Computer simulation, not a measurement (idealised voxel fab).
Herein follows the process module entitled voxel ribs on slabs.
Square cells of 5 nm make up the cross-section cut, whose width is 200 nm.
Cross-section spec: square-cell grid; bands listed top down; each band is one or more rows. For a band, the entry starts with two heights in nm, that of the top and then that of the bottom, and carries on with the band's materials in order from left to right, each alongside its width in nm; the word "edge to edge" beside a single material means it fills the band edge to edge, and "air" means empty space. Heights are expressed relative to 0, this being the level below which the as-received wafer comprises one material exclusively. The lowest band is unbounded in the downward direction and is denoted as in "top 0, no bottom". You'd read "30->40" like this: the band's top row of cells is as wide as the first number, its bottom row is as wide as the second, and going down, every row changes width by the same amount as the row before did. When a step is marked "all unchanged", none of the cells in the cross-section changed during that step. The entry "Enclosed internal voids" lists the empty spaces that cover at least 8 cells and have no open path to the top. Each is written as width x height at distance, where the distance is measured from the left edge and all three values are in nm. Past the settings on a step's line: simulator remark, on that step. Each step line may optionally specify "overlay nm", which for a step with a mask gives the rightward distance between the mask's planned place and where it lay, a negative value indicating the leftward direction.

## List of planned process steps
1 RECEIVE [material Si]
2 DIRECTIONAL_DEP [material SiO2] [thk nm 25]
3 DIRECTIONAL_DEP [material SiN] [thk nm 20]
4 DIRECTIONAL_DEP [material aC] [thk nm 10]
5 PATTERN [tone cover] [mask id RIB] [material resist] [width nm 20] [thk nm 30] [overlay nm 0]
6 DIRECTIONAL_ETCH [etch materials aC] [depth nm 10]
7 STRIP [etch materials resist]
8 DIRECTIONAL_ETCH [etch materials SiN] [depth nm 10]
9 STRIP [etch materials aC]
10 PATTERN [tone cover] [mask id SLAB] [material resist] [width nm 80] [thk nm 15] [overlay nm 0]
11 DIRECTIONAL_ETCH [etch materials SiN] [depth nm 10]
12 STRIP [etch materials resist]
13 FILL_DEP [material SiO2] [thk nm 25]
14 CMP [height nm 65]
15 DIRECTIONAL_DEP [material W] [thk nm 10]
16 PATTERN [tone cover] [mask id HEATER] [material resist] [width nm 30] [thk nm 20] [overlay nm 0]
17 DIRECTIONAL_ETCH [etch materials W] [depth nm 10]
18 STRIP [etch materials resist]
19 CONFORMAL_DEP [material SiN] [thk nm 5]

## First of two wafers, processed according to plan

## This is the cross-section of the wafer as we received it, i.e. after step 1
- top 0, no bottom | Si edge to edge
- Enclosed internal voids: none

## Cross-sectional representation of the wafer at the conclusion of step 2
- top 25, bottom 0 | SiO2 edge to edge
- No changes below 0.

## Cross-sectional representation of the wafer at the conclusion of step 3
- top 45, bottom 25 | SiN edge to edge
- No changes below 25.

## Cross-sectional representation of the wafer at the conclusion of step 4
- top 55, bottom 45 | aC edge to edge
- No changes below 45.

## Cross-sectional representation of the wafer at the conclusion of step 5
- top 85, bottom 55 | 90 air; 20 resist; 90 air
- No changes below 55.

## Cross-sectional representation of the wafer at the conclusion of step 6
- top 75, bottom 55 | 90 air; 20 resist; 90 air
- top 55, bottom 45 | 90 air; 20 aC; 90 air
- No changes below 45.

## Cross-sectional representation of the wafer at the conclusion of step 7
- top 55, bottom 45 | 90 air; 20 aC; 90 air
- No changes below 45.

## Cross-sectional representation of the wafer at the conclusion of step 8
- top 55, bottom 45 | 90 air; 20 aC; 90 air
- top 45, bottom 35 | 90 air; 20 SiN; 90 air
- No changes below 35.

## Cross-sectional representation of the wafer at the conclusion of step 9
- top 45, bottom 35 | 90 air; 20 SiN; 90 air
- No changes below 35.

## Cross-sectional representation of the wafer at the conclusion of step 10
- top 60, bottom 45 | 60 air; 80 resist; 60 air
- top 45, bottom 35 | 60 air; 30 resist; 20 SiN; 30 resist; 60 air
- No changes below 35.

## Cross-sectional representation of the wafer at the conclusion of step 11
- top 60, bottom 45 | 60 air; 80 resist; 60 air
- top 45, bottom 35 | 60 air; 30 resist; 20 SiN; 30 resist; 60 air
- top 35, bottom 25 | 60 air; 80 SiN; 60 air
- No changes below 25.

## Cross-sectional representation of the wafer at the conclusion of step 12
- top 45, bottom 35 | 90 air; 20 SiN; 90 air
- No changes below 35.

## Cross-sectional representation of the wafer at the conclusion of step 13
- top 70, bottom 45 | SiO2 edge to edge
- top 45, bottom 35 | 90 SiO2; 20 SiN; 90 SiO2
- top 35, bottom 25 | 60 SiO2; 80 SiN; 60 SiO2
- No changes below 25.

## Cross-sectional representation of the wafer at the conclusion of step 14
- top 65, bottom 45 | SiO2 edge to edge
- No changes below 45.

## Cross-sectional representation of the wafer at the conclusion of step 15
- top 75, bottom 65 | W edge to edge
- No changes below 65.

## Cross-sectional representation of the wafer at the conclusion of step 16
- top 95, bottom 75 | 85 air; 30 resist; 85 air
- No changes below 75.

## Cross-sectional representation of the wafer at the conclusion of step 17
- top 95, bottom 75 | 85 air; 30 resist; 85 air
- top 75, bottom 65 | 85 air; 30 W; 85 air
- No changes below 65.

## Cross-sectional representation of the wafer at the conclusion of step 18
- top 75, bottom 65 | 85 air; 30 W; 85 air
- No changes below 65.

## Cross-sectional representation of the wafer at the conclusion of step 19
- top 80, bottom 75 | 80 air; 40 SiN; 80 air
- top 75, bottom 70 | 80 air; 5 SiN; 30 W; 5 SiN; 80 air
- top 70, bottom 65 | 85 SiN; 30 W; 85 SiN
- No changes below 65.

## Companion wafer, the second of two: same beginning, same intended sequence, one mistake in carrying it out; through step 15 inclusive it tracks the first exactly

## Second wafer profile in section, at the moment step 16 of the plan was meant to be complete
- top 95, bottom 75 | 80 air; 40 resist; 80 air
- No changes below 75.

## Second wafer profile in section, at the moment step 17 of the plan was meant to be complete
- top 95, bottom 75 | 80 air; 40 resist; 80 air
- top 75, bottom 65 | 80 air; 40 W; 80 air
- No changes below 65.

## Second wafer profile in section, at the moment step 18 of the plan was meant to be complete
- top 75, bottom 65 | 80 air; 40 W; 80 air
- No changes below 65.

## Second wafer profile in section, at the moment step 19 of the plan was meant to be complete
- top 80, bottom 75 | 75 air; 50 SiN; 75 air
- top 75, bottom 70 | 75 air; 5 SiN; 40 W; 5 SiN; 75 air
- top 70, bottom 65 | 80 SiN; 40 W; 80 SiN
- No changes below 65.
So what did we get wrong on this run? step 16 off recipe, ran as PATTERN [tone cover] [mask id HEATER] [material resist] [width nm 40] [thk nm 20] [overlay nm 0]
Final tally in cells, some materials are higher or lower on the second wafer than on the first: 4 more of W
